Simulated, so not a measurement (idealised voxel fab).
process module | voxel capacitor over wiring
Shown is cross-section cut, with a width of 235 nm and square cells of size 5 nm.
Cross-section spec: square-cell grid; bands listed top down; each band is one or more rows.
Band entry format. Leading values: height of top, height of bottom, nm. Remainder: materials in left-to-right order, each with its width in nm. Special words: "edge to edge" on a single material, which then fills the band edge to edge; "blank", empty space.
Heights are expressed relative to 0, this being the level below which the as-received wafer comprises one material exclusively. The lowest band is unbounded in the downward direction and is denoted as in "0..down".
Graded width ("30 to 40"): value in top row of band = first number; value in bottom row = second number; row-to-row change constant.
Step note "left unchanged" = no cross-section cell changed.
Entry "Sealed void inventory" = empty spaces >= 8 cells with no open way to the top; each as width x height at distance, distance from left edge, all nm.
That trailing text on a step's line, after the settings, is the simulator's own remark on the step.
overlay nm: for a step with a mask, the amount by which the mask lay right of where it was planned; a negative amount means left of it.

The following list gives the planned process steps
1. op RECEIVE | material Si
2. op CONFORMAL_DEP | material SiO2 | thk nm 10
3. op CONFORMAL_DEP | material SiCN | thk nm 5
4. op DIRECTIONAL_DEP | material lowk | thk nm 15
5. op MASKED_ETCH | tone open | mask id METAL_1 | width nm 25 | pitch nm 90 | etch materials lowk | depth nm 15 | overlay nm 0
6. op MASKED_ETCH | tone open | mask id METAL_1 | width nm 25 | pitch nm 90 | etch materials SiCN | depth nm 5 | overlay nm 0
7. op CONFORMAL_DEP | material TiN | thk nm 5
8. op FILL_DEP | material Ru | thk nm 5
9. op CMP | height nm 30
10. op CONFORMAL_DEP | material SiCN | thk nm 5
11. op DIRECTIONAL_DEP | material SiO2 | thk nm 10
12. op DIRECTIONAL_DEP | material aC | thk nm 10
13. op PATTERN | tone open | mask id PLUG_1 | material resist | width nm 15 | thk nm 25 | overlay nm 0
14. op DIRECTIONAL_ETCH | etch materials aC | depth nm 10
15. op STRIP | etch materials resist
16. op DIRECTIONAL_ETCH | etch materials SiO2 | depth nm 10
17. op DIRECTIONAL_ETCH | etch materials SiCN | depth nm 5
18. op STRIP | etch materials aC
19. op EPI | material Ru | thk nm 10
20. op EPI | material Ru | thk nm 5
21. op DIRECTIONAL_DEP | material TiN | thk nm 10
22. op DIRECTIONAL_DEP | material Al2O3 | thk nm 5
23. op DIRECTIONAL_DEP | material TiN | thk nm 5
24. op MASKED_ETCH | tone cover | mask id UPPER_PLATE | width nm 70 | etch materials TiN | depth nm 5 | overlay nm 0
25. op MASKED_ETCH | tone cover | mask id UPPER_PLATE | width nm 70 | etch materials Al2O3 | depth nm 5 | overlay nm 0
26. op MASKED_ETCH | tone cover | mask id LOWER_PLATE | width nm 80 | etch materials TiN | depth nm 10 | overlay nm 0
27. op FILL_DEP | material SiO2 | thk nm 20
28. op CMP | height nm 80
29. op MASKED_ETCH | tone open | mask id PLUG_2 | width nm 15 | etch materials SiO2 | depth nm 15 | overlay nm 0
30. op CONFORMAL_DEP | material TiN | thk nm 5
31. op FILL_DEP | material W | thk nm 10
32. op CMP | height nm 80
33. op CONFORMAL_DEP | material SiN | thk nm 5

First wafer of two (run as planned)

Cross-section of the wafer at receipt, which is the condition after step 1
> 0..down = Si edge to edge
> Sealed void inventory: none

Step 2 done - wafer cross-section
> 10..0 = SiO2 edge to edge
> Unchanged below 0.

Step 3 done - wafer cross-section
> 15..10 = SiCN edge to edge
> Unchanged below 10.

Step 4 done - wafer cross-section
> 30..15 = lowk edge to edge
> Unchanged below 15.

Step 5 done - wafer cross-section
> 30..15 = lowk 60 nm; blank 25 nm; lowk 65 nm; blank 25 nm; lowk 60 nm
> Unchanged below 15.

Step 6 done - wafer cross-section
> 30..15 = lowk 60 nm; blank 25 nm; lowk 65 nm; blank 25 nm; lowk 60 nm
> 15..10 = SiCN 60 nm; blank 25 nm; SiCN 65 nm; blank 25 nm; SiCN 60 nm
> Unchanged below 10.

Step 7 done - wafer cross-section
> 35..30 = TiN 65 nm; blank 15 nm; TiN 75 nm; blank 15 nm; TiN 65 nm
> 30..15 = lowk 60 nm; TiN 5 nm; blank 15 nm; TiN 5 nm; lowk 65 nm; TiN 5 nm; blank 15 nm; TiN 5 nm; lowk 60 nm
> 15..10 = SiCN 60 nm; TiN 25 nm; SiCN 65 nm; TiN 25 nm; SiCN 60 nm
> Unchanged below 10.

Step 8 done - wafer cross-section
> 40..35 = Ru edge to edge
> 35..30 = TiN 65 nm; Ru 15 nm; TiN 75 nm; Ru 15 nm; TiN 65 nm
> 30..15 = lowk 60 nm; TiN 5 nm; Ru 15 nm; TiN 5 nm; lowk 65 nm; TiN 5 nm; Ru 15 nm; TiN 5 nm; lowk 60 nm
> Unchanged below 15.

Step 9 done - wafer cross-section
> 30..15 = lowk 60 nm; TiN 5 nm; Ru 15 nm; TiN 5 nm; lowk 65 nm; TiN 5 nm; Ru 15 nm; TiN 5 nm; lowk 60 nm
> Unchanged below 15.

Step 10 done - wafer cross-section
> 35..30 = SiCN edge to edge
> Unchanged below 30.

Step 11 done - wafer cross-section
> 45..35 = SiO2 edge to edge
> Unchanged below 35.

Step 12 done - wafer cross-section
> 55..45 = aC edge to edge
> Unchanged below 45.

Step 13 done - wafer cross-section
> 80..55 = resist 70 nm; blank 15 nm; resist 150 nm
> Unchanged below 55.

Step 14 done - wafer cross-section
> 70..55 = resist 70 nm; blank 15 nm; resist 150 nm
> 55..45 = aC 70 nm; blank 15 nm; aC 150 nm
> Unchanged below 45.

Step 15 done - wafer cross-section
> 55..45 = aC 70 nm; blank 15 nm; aC 150 nm
> Unchanged below 45.

Step 16 done - wafer cross-section
> 55..45 = aC 70 nm; blank 15 nm; aC 150 nm
> 45..35 = SiO2 70 nm; blank 15 nm; SiO2 150 nm
> Unchanged below 35.

Step 17 done - wafer cross-section
> 55..45 = aC 70 nm; blank 15 nm; aC 150 nm
> 45..35 = SiO2 70 nm; blank 15 nm; SiO2 150 nm
> 35..30 = SiCN 70 nm; blank 15 nm; SiCN 150 nm
> Unchanged below 30.

Step 18 done - wafer cross-section
> 45..35 = SiO2 70 nm; blank 15 nm; SiO2 150 nm
> Unchanged below 35.

Step 19 done - wafer cross-section
> 45..40 = SiO2 70 nm; blank 15 nm; SiO2 150 nm
> 40..35 = SiO2 70 nm; Ru 15 nm; SiO2 150 nm
> 35..30 = SiCN 70 nm; Ru 15 nm; SiCN 150 nm
> Unchanged below 30.

Step 20 done - wafer cross-section
> 45..35 = SiO2 70 nm; Ru 15 nm; SiO2 150 nm
> Unchanged below 35.

Step 21 done - wafer cross-section
> 55..45 = TiN edge to edge
> Unchanged below 45.

Step 22 done - wafer cross-section
> 60..55 = Al2O3 edge to edge
> Unchanged below 55.

Step 23 done - wafer cross-section
> 65..60 = TiN edge to edge
> Unchanged below 60.

Step 24 done - wafer cross-section
> 65..60 = blank 70 nm; TiN 70 nm; blank 95 nm
> Unchanged below 60.

Step 25 done - wafer cross-section
> 65..60 = blank 70 nm; TiN 70 nm; blank 95 nm
> 60..55 = blank 70 nm; Al2O3 70 nm; blank 95 nm
> Unchanged below 55.

Step 26 done - wafer cross-section
> 65..60 = blank 70 nm; TiN 70 nm; blank 95 nm
> 60..55 = blank 70 nm; Al2O3 70 nm; blank 95 nm
> 55..45 = blank 65 nm; TiN 80 nm; blank 90 nm
> Unchanged below 45.

Step 27 done - wafer cross-section
> 85..65 = SiO2 edge to edge
> 65..60 = SiO2 70 nm; TiN 70 nm; SiO2 95 nm
> 60..55 = SiO2 70 nm; Al2O3 70 nm; SiO2 95 nm
> 55..45 = SiO2 65 nm; TiN 80 nm; SiO2 90 nm
> Unchanged below 45.

Step 28 done - wafer cross-section
> 80..65 = SiO2 edge to edge
> Unchanged below 65.

Step 29 done - wafer cross-section
> 80..65 = SiO2 80 nm; blank 15 nm; SiO2 140 nm
> Unchanged below 65.

Step 30 done - wafer cross-section
> 85..80 = TiN 85 nm; blank 5 nm; TiN 145 nm
> 80..70 = SiO2 80 nm; TiN 5 nm; blank 5 nm; TiN 5 nm; SiO2 140 nm
> 70..60 = SiO2 80 to 70 nm; TiN 15 to 70 nm; SiO2 140 to 95 nm
> Unchanged below 60.

Step 31 done - wafer cross-section
> 95..85 = W edge to edge
> 85..80 = TiN 85 nm; W 5 nm; TiN 145 nm
> 80..70 = SiO2 80 nm; TiN 5 nm; W 5 nm; TiN 5 nm; SiO2 140 nm
> Unchanged below 70.

Step 32 done - wafer cross-section
> 80..70 = SiO2 80 nm; TiN 5 nm; W 5 nm; TiN 5 nm; SiO2 140 nm
> Unchanged below 70.

Step 33 done - wafer cross-section
> 85..80 = SiN edge to edge
> Unchanged below 80.

Second wafer: same start and same plan as the first, one execution error; identical to the first through step 5

X-section, second wafer, when step 6 was due to finish
> 30..15 = lowk 60 nm; blank 25 nm; lowk 65 nm; blank 25 nm; lowk 60 nm
> 15..10 = SiCN 70 nm; blank 15 nm; SiCN 75 nm; blank 15 nm; SiCN 60 nm
> Unchanged below 10.

X-section, second wafer, when step 7 was due to finish
> 35..30 = TiN 65 nm; blank 15 nm; TiN 75 nm; blank 15 nm; TiN 65 nm
> 30..20 = lowk 60 nm; TiN 5 nm; blank 15 nm; TiN 5 nm; lowk 65 nm; TiN 5 nm; blank 15 nm; TiN 5 nm; lowk 60 nm
> 20..15 = lowk 60 nm; TiN 15 nm; blank 5 nm; TiN 5 nm; lowk 65 nm; TiN 15 nm; blank 5 nm; TiN 5 nm; lowk 60 nm
> 15..10 = SiCN 70 nm; TiN 15 nm; SiCN 75 nm; TiN 15 nm; SiCN 60 nm
> Unchanged below 10.

X-section, second wafer, when step 8 was due to finish
> 40..35 = Ru edge to edge
> 35..30 = TiN 65 nm; Ru 15 nm; TiN 75 nm; Ru 15 nm; TiN 65 nm
> 30..20 = lowk 60 nm; TiN 5 nm; Ru 15 nm; TiN 5 nm; lowk 65 nm; TiN 5 nm; Ru 15 nm; TiN 5 nm; lowk 60 nm
> 20..15 = lowk 60 nm; TiN 15 nm; Ru 5 nm; TiN 5 nm; lowk 65 nm; TiN 15 nm; Ru 5 nm; TiN 5 nm; lowk 60 nm
> Unchanged below 15.

X-section, second wafer, when step 9 was due to finish
> 30..20 = lowk 60 nm; TiN 5 nm; Ru 15 nm; TiN 5 nm; lowk 65 nm; TiN 5 nm; Ru 15 nm; TiN 5 nm; lowk 60 nm
> Unchanged below 20.

X-section, second wafer, when step 10 was due to finish
> 35..30 = SiCN edge to edge
> Unchanged below 30.

X-section, second wafer, when step 11 was due to finish
> 45..35 = SiO2 edge to edge
> Unchanged below 35.

X-section, second wafer, when step 12 was due to finish
> 55..45 = aC edge to edge
> Unchanged below 45.

X-section, second wafer, when step 13 was due to finish
> 80..55 = resist 70 nm; blank 15 nm; resist 150 nm
> Unchanged below 55.

X-section, second wafer, when step 14 was due to finish
> 70..55 = resist 70 nm; blank 15 nm; resist 150 nm
> 55..45 = aC 70 nm; blank 15 nm; aC 150 nm
> Unchanged below 45.

X-section, second wafer, when step 15 was due to finish
> 55..45 = aC 70 nm; blank 15 nm; aC 150 nm
> Unchanged below 45.

X-section, second wafer, when step 16 was due to finish
> 55..45 = aC 70 nm; blank 15 nm; aC 150 nm
> 45..35 = SiO2 70 nm; blank 15 nm; SiO2 150 nm
> Unchanged below 35.

X-section, second wafer, when step 17 was due to finish
> 55..45 = aC 70 nm; blank 15 nm; aC 150 nm
> 45..35 = SiO2 70 nm; blank 15 nm; SiO2 150 nm
> 35..30 = SiCN 70 nm; blank 15 nm; SiCN 150 nm
> Unchanged below 30.

X-section, second wafer, when step 18 was due to finish
> 45..35 = SiO2 70 nm; blank 15 nm; SiO2 150 nm
> Unchanged below 35.

X-section, second wafer, when step 19 was due to finish
> 45..40 = SiO2 70 nm; blank 15 nm; SiO2 150 nm
> 40..35 = SiO2 70 nm; Ru 15 nm; SiO2 150 nm
> 35..30 = SiCN 70 nm; Ru 15 nm; SiCN 150 nm
> Unchanged below 30.

X-section, second wafer, when step 20 was due to finish
> 45..35 = SiO2 70 nm; Ru 15 nm; SiO2 150 nm
> Unchanged below 35.

X-section, second wafer, when step 21 was due to finish
> 55..45 = TiN edge to edge
> Unchanged below 45.

X-section, second wafer, when step 22 was due to finish
> 60..55 = Al2O3 edge to edge
> Unchanged below 55.

X-section, second wafer, when step 23 was due to finish
> 65..60 = TiN edge to edge
> Unchanged below 60.

X-section, second wafer, when step 24 was due to finish
> 65..60 = blank 70 nm; TiN 70 nm; blank 95 nm
> Unchanged below 60.

X-section, second wafer, when step 25 was due to finish
> 65..60 = blank 70 nm; TiN 70 nm; blank 95 nm
> 60..55 = blank 70 nm; Al2O3 70 nm; blank 95 nm
> Unchanged below 55.

X-section, second wafer, when step 26 was due to finish
> 65..60 = blank 70 nm; TiN 70 nm; blank 95 nm
> 60..55 = blank 70 nm; Al2O3 70 nm; blank 95 nm
> 55..45 = blank 65 nm; TiN 80 nm; blank 90 nm
> Unchanged below 45.

X-section, second wafer, when step 27 was due to finish
> 85..65 = SiO2 edge to edge
> 65..60 = SiO2 70 nm; TiN 70 nm; SiO2 95 nm
> 60..55 = SiO2 70 nm; Al2O3 70 nm; SiO2 95 nm
> 55..45 = SiO2 65 nm; TiN 80 nm; SiO2 90 nm
> Unchanged below 45.

X-section, second wafer, when step 28 was due to finish
> 80..65 = SiO2 edge to edge
> Unchanged below 65.

X-section, second wafer, when step 29 was due to finish
> 80..65 = SiO2 80 nm; blank 15 nm; SiO2 140 nm
> Unchanged below 65.

X-section, second wafer, when step 30 was due to finish
> 85..80 = TiN 85 nm; blank 5 nm; TiN 145 nm
> 80..70 = SiO2 80 nm; TiN 5 nm; blank 5 nm; TiN 5 nm; SiO2 140 nm
> 70..60 = SiO2 80 to 70 nm; TiN 15 to 70 nm; SiO2 140 to 95 nm
> Unchanged below 60.

X-section, second wafer, when step 31 was due to finish
> 95..85 = W edge to edge
> 85..80 = TiN 85 nm; W 5 nm; TiN 145 nm
> 80..70 = SiO2 80 nm; TiN 5 nm; W 5 nm; TiN 5 nm; SiO2 140 nm
> Unchanged below 70.

X-section, second wafer, when step 32 was due to finish
> 80..70 = SiO2 80 nm; TiN 5 nm; W 5 nm; TiN 5 nm; SiO2 140 nm
> Unchanged below 70.

X-section, second wafer, when step 33 was due to finish
> 85..80 = SiN edge to edge
> Unchanged below 80.
What broke from the plan during processing? step 6: run off-plan, actual operation and settings op MASKED_ETCH | tone open | mask id METAL_1 | width nm 25 | pitch nm 90 | etch materials SiCN | depth nm 5 | overlay nm 10
Per the end-of-run cell counts, the second wafer holds more or fewer of some materials than the first: Ru -4 | SiCN +4
